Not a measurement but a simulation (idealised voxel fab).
Process module name: voxel gate over fins
In the cross-section labelled cut, the width is 200 nm and each square cell is 5 nm.
This document writes a cross-section as a grid whose cells are square, and gives it as bands, listed from the top down; one or more rows of cells form a band.
The entry gives the band's vertical extent as a top height and a bottom height in nm, then its horizontal make-up as materials from left to right, each with a width in nm. "air" stands for empty space; a single material marked "all across" fills the band edge to edge.
Where do heights start? At 0: under that level the wafer as delivered is made of one material only. And the lowest band has no floor; it just carries on downward, as in "0 down".
It should be noted that a width expressed as "30->40" varies in equal increments from row to row of cells within the band, taking the value of the first number at the top row and that of the second number at the bottom row.
When a step is marked "remained the same", none of the cells in the cross-section changed during that step.
If an empty space has no open way to the top and is at least 8 cells in size, "Fully enclosed voids" lists it, written width x height at distance, where distance is measured from the left edge and every value is in nm.
It should be noted that, on the line of a given step, the content following the step's settings is a remark produced by the simulator itself with respect to that step.
overlay nm: on a step with a mask, how far right of its planned place the mask lay; negative means left.
Planned process steps
1) RECEIVE with material Si
2) CONFORMAL_DEP with material SiN, thk nm 10
3) PATTERN with tone cover, mask id FINS, material resist, width nm 15, pitch nm 35, thk nm 15, overlay nm 0
4) DIRECTIONAL_ETCH with etch materials SiN, depth nm 10
5) DIRECTIONAL_ETCH with etch materials Si, depth nm 40
6) STRIP with etch materials resist
7) OXIDIZE with depth nm 5
8) FILL_DEP with material SiO2, thk nm 5
9) CMP with height nm 10
10) SELECTIVE_ETCH with etch materials SiO2, depth nm 20
11) STRIP with etch materials SiN
12) CONFORMAL_DEP with material HfO2, thk nm 5
13) CONFORMAL_DEP with material TiN, thk nm 5
14) FILL_DEP with material W, thk nm 15
15) CMP with height nm 20
16) CONFORMAL_DEP with material SiCN, thk nm 10
Wafer at receipt (post step 1), cross-section
  0 down: Si all across
  Fully enclosed voids: none
Cross-section at module end, one run error; start and plan unchanged from above
  30 to 20: SiCN all across
  20 to 10: W all across
  10 to 5: W 70 nm, then TiN 30 nm, then W 5 nm, then TiN 30 nm, then W 65 nm
  5 to 0: W 70 nm, then TiN 5 nm, then HfO2 20 nm, then TiN 5 nm, then W 5 nm, then TiN 5 nm, then HfO2 20 nm, then TiN 5 nm, then W 65 nm
  0 to -5: TiN 75 nm, then HfO2 5 nm, then Si 10 nm, then HfO2 5 nm, then TiN 15 nm, then HfO2 5 nm, then Si 10 nm, then HfO2 5 nm, then TiN 70 nm
  -5 to -10: HfO2 80 nm, then Si 10 nm, then HfO2 25 nm, then Si 10 nm, then HfO2 75 nm
  -10 to -45: SiO2 80 nm, then Si 10 nm, then SiO2 25 nm, then Si 10 nm, then SiO2 75 nm
  -45 down: Si all across
  Fully enclosed voids: none
So what did we get wrong on this run? step 3 off recipe, ran as PATTERN with tone cover, mask id FINS, material resist, width nm 20, pitch nm 35, thk nm 15, overlay nm 0
